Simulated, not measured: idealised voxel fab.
voxel ribs on slabs: a process module
It is cross-section cut that appears here, measuring 270 nm in width, its square cells being 5 nm in size.
Cross-section = grid of square cells, listed top down in bands; band = one or more rows.
It is stipulated that each band's entry specify, in nanometres, the height of the top of the band and then that of its bottom, followed by the materials of the band in left-to-right sequence, each together with its width in nanometres. A single material marked by the word "throughout" is understood to fill the band from edge to edge; the word "empty" is understood to denote empty space.
Height is counted from the level 0, under which the received wafer is composed throughout of one material. The lowest of the bands is not closed at the bottom but continues downward, in the notation "0 and below".
When a width is written as two numbers, as in "30->40", the first number is the width in the top row of cells of the band and the second is the width in its bottom row, and the width changes by the same amount from each row to the next.
"left unchanged", as given for a step, is the statement that not any cell of the cross-section underwent a change during that step.
For the entry "Cavities, closed", the listed items are empty spaces with no open way to the top whose size is 8 cells or more; each item follows the pattern width x height at distance, where distance is from the left edge and all three are in nm.
Read whatever lies past the settings on a step's line as the simulator's own remark about the step.
overlay nm: right-of-plan distance of the mask on a masked step; negative values mean left-of-plan.

**Below is the list of planned process steps**
1: RECEIVE: material Si
2: DIRECTIONAL_DEP: material SiO2, thk nm 30
3: DIRECTIONAL_DEP: material polySi, thk nm 25
4: MASKED_ETCH: tone cover, mask id RIB, width nm 20, etch materials polySi, depth nm 20, overlay nm 0
5: PATTERN: tone cover, mask id SLAB, material resist, width nm 70, thk nm 20, overlay nm 0
6: DIRECTIONAL_ETCH: etch materials polySi, depth nm 5
7: STRIP: etch materials resist
8: FILL_DEP: material SiO2, thk nm 20
9: CMP: height nm 65
10: DIRECTIONAL_DEP: material TiN, thk nm 10
11: DIRECTIONAL_DEP: material aC, thk nm 10
12: PATTERN: tone cover, mask id HEATER, material resist, width nm 30, thk nm 30, overlay nm 0
13: DIRECTIONAL_ETCH: etch materials aC, depth nm 10
14: STRIP: etch materials resist
15: DIRECTIONAL_ETCH: etch materials TiN, depth nm 10
16: STRIP: etch materials aC
17: CONFORMAL_DEP: material SiO2, thk nm 10

**First of two wafers, processed according to plan**

**Shown in cross-section is the wafer as received, that is, as it stands after step 1**
    0 and below  Si throughout
    Cavities, closed: none

**Upon completion of step 2, the wafer appears in cross-section as shown**
    30 down to 0  SiO2 throughout
    Under the height 0 nothing was changed.

**Upon completion of step 3, the wafer appears in cross-section as shown**
    55 down to 30  polySi throughout
    Under the height 30 nothing was changed.

**Upon completion of step 4, the wafer appears in cross-section as shown**
    55 down to 35  125 of empty, then 20 of polySi, then 125 of empty
    Under the height 35 nothing was changed.

**Upon completion of step 5, the wafer appears in cross-section as shown**
    75 down to 55  100 of empty, then 70 of resist, then 100 of empty
    55 down to 35  100 of empty, then 25 of resist, then 20 of polySi, then 25 of resist, then 100 of empty
    Under the height 35 nothing was changed.

**Upon completion of step 6, the wafer appears in cross-section as shown**
    75 down to 55  100 of empty, then 70 of resist, then 100 of empty
    55 down to 35  100 of empty, then 25 of resist, then 20 of polySi, then 25 of resist, then 100 of empty
    35 down to 30  100 of empty, then 70 of polySi, then 100 of empty
    Under the height 30 nothing was changed.

**Upon completion of step 7, the wafer appears in cross-section as shown**
    55 down to 35  125 of empty, then 20 of polySi, then 125 of empty
    Under the height 35 nothing was changed.

**Upon completion of step 8, the wafer appears in cross-section as shown**
    75 down to 55  SiO2 throughout
    55 down to 35  125 of SiO2, then 20 of polySi, then 125 of SiO2
    35 down to 30  100 of SiO2, then 70 of polySi, then 100 of SiO2
    Under the height 30 nothing was changed.

**Upon completion of step 9, the wafer appears in cross-section as shown**
    65 down to 55  SiO2 throughout
    Under the height 55 nothing was changed.

**Upon completion of step 10, the wafer appears in cross-section as shown**
    75 down to 65  TiN throughout
    Under the height 65 nothing was changed.

**Upon completion of step 11, the wafer appears in cross-section as shown**
    85 down to 75  aC throughout
    Under the height 75 nothing was changed.

**Upon completion of step 12, the wafer appears in cross-section as shown**
    115 down to 85  120 of empty, then 30 of resist, then 120 of empty
    Under the height 85 nothing was changed.

**Upon completion of step 13, the wafer appears in cross-section as shown**
    105 down to 85  120 of empty, then 30 of resist, then 120 of empty
    85 down to 75  120 of empty, then 30 of aC, then 120 of empty
    Under the height 75 nothing was changed.

**Upon completion of step 14, the wafer appears in cross-section as shown**
    85 down to 75  120 of empty, then 30 of aC, then 120 of empty
    Under the height 75 nothing was changed.

**Upon completion of step 15, the wafer appears in cross-section as shown**
    85 down to 75  120 of empty, then 30 of aC, then 120 of empty
    75 down to 65  120 of empty, then 30 of TiN, then 120 of empty
    Under the height 65 nothing was changed.

**Upon completion of step 16, the wafer appears in cross-section as shown**
    75 down to 65  120 of empty, then 30 of TiN, then 120 of empty
    Under the height 65 nothing was changed.

**Upon completion of step 17, the wafer appears in cross-section as shown**
    85 down to 75  110 of empty, then 50 of SiO2, then 110 of empty
    75 down to 65  120 of SiO2, then 30 of TiN, then 120 of SiO2
    Under the height 65 nothing was changed.

**Second wafer. Start and plan as for the first. One mistake made in running. Agrees with the first up to and including step 1**

**Cross-section of the second wafer at the time step 2 of the plan should have ended**
    25 down to 0  polySi throughout
    Under the height 0 nothing was changed.

**Cross-section of the second wafer at the time step 3 of the plan should have ended**
    55 down to 25  SiO2 throughout
    Under the height 25 nothing was changed.

Cross-section of the second wafer at the time step 4 of the plan should have ended: left unchanged

**Cross-section of the second wafer at the time step 5 of the plan should have ended**
    75 down to 55  100 of empty, then 70 of resist, then 100 of empty
    Under the height 55 nothing was changed.

Cross-section of the second wafer at the time step 6 of the plan should have ended: left unchanged

**Cross-section of the second wafer at the time step 7 of the plan should have ended**
    55 down to 25  SiO2 throughout
    Under the height 25 nothing was changed.

**Cross-section of the second wafer at the time step 8 of the plan should have ended**
    75 down to 25  SiO2 throughout
    Under the height 25 nothing was changed.

**Cross-section of the second wafer at the time step 9 of the plan should have ended**
    65 down to 25  SiO2 throughout
    Under the height 25 nothing was changed.

**Cross-section of the second wafer at the time step 10 of the plan should have ended**
    75 down to 65  TiN throughout
    Under the height 65 nothing was changed.

**Cross-section of the second wafer at the time step 11 of the plan should have ended**
    85 down to 75  aC throughout
    Under the height 75 nothing was changed.

**Cross-section of the second wafer at the time step 12 of the plan should have ended**
    115 down to 85  120 of empty, then 30 of resist, then 120 of empty
    Under the height 85 nothing was changed.

**Cross-section of the second wafer at the time step 13 of the plan should have ended**
    105 down to 85  120 of empty, then 30 of resist, then 120 of empty
    85 down to 75  120 of empty, then 30 of aC, then 120 of empty
    Under the height 75 nothing was changed.

**Cross-section of the second wafer at the time step 14 of the plan should have ended**
    85 down to 75  120 of empty, then 30 of aC, then 120 of empty
    Under the height 75 nothing was changed.

**Cross-section of the second wafer at the time step 15 of the plan should have ended**
    85 down to 75  120 of empty, then 30 of aC, then 120 of empty
    75 down to 65  120 of empty, then 30 of TiN, then 120 of empty
    Under the height 65 nothing was changed.

**Cross-section of the second wafer at the time step 16 of the plan should have ended**
    75 down to 65  120 of empty, then 30 of TiN, then 120 of empty
    Under the height 65 nothing was changed.

**Cross-section of the second wafer at the time step 17 of the plan should have ended**
    85 down to 75  110 of empty, then 50 of SiO2, then 110 of empty
    75 down to 65  120 of SiO2, then 30 of TiN, then 120 of SiO2
    Under the height 65 nothing was changed.
What went wrong in running the wafer? note: step 2 <-> step 3, run order reversed vs plan
The final cell counts differ between the wafers, with the second having more or fewer of some materials than the first: 240 fewer of SiO2 | 240 more of polySi
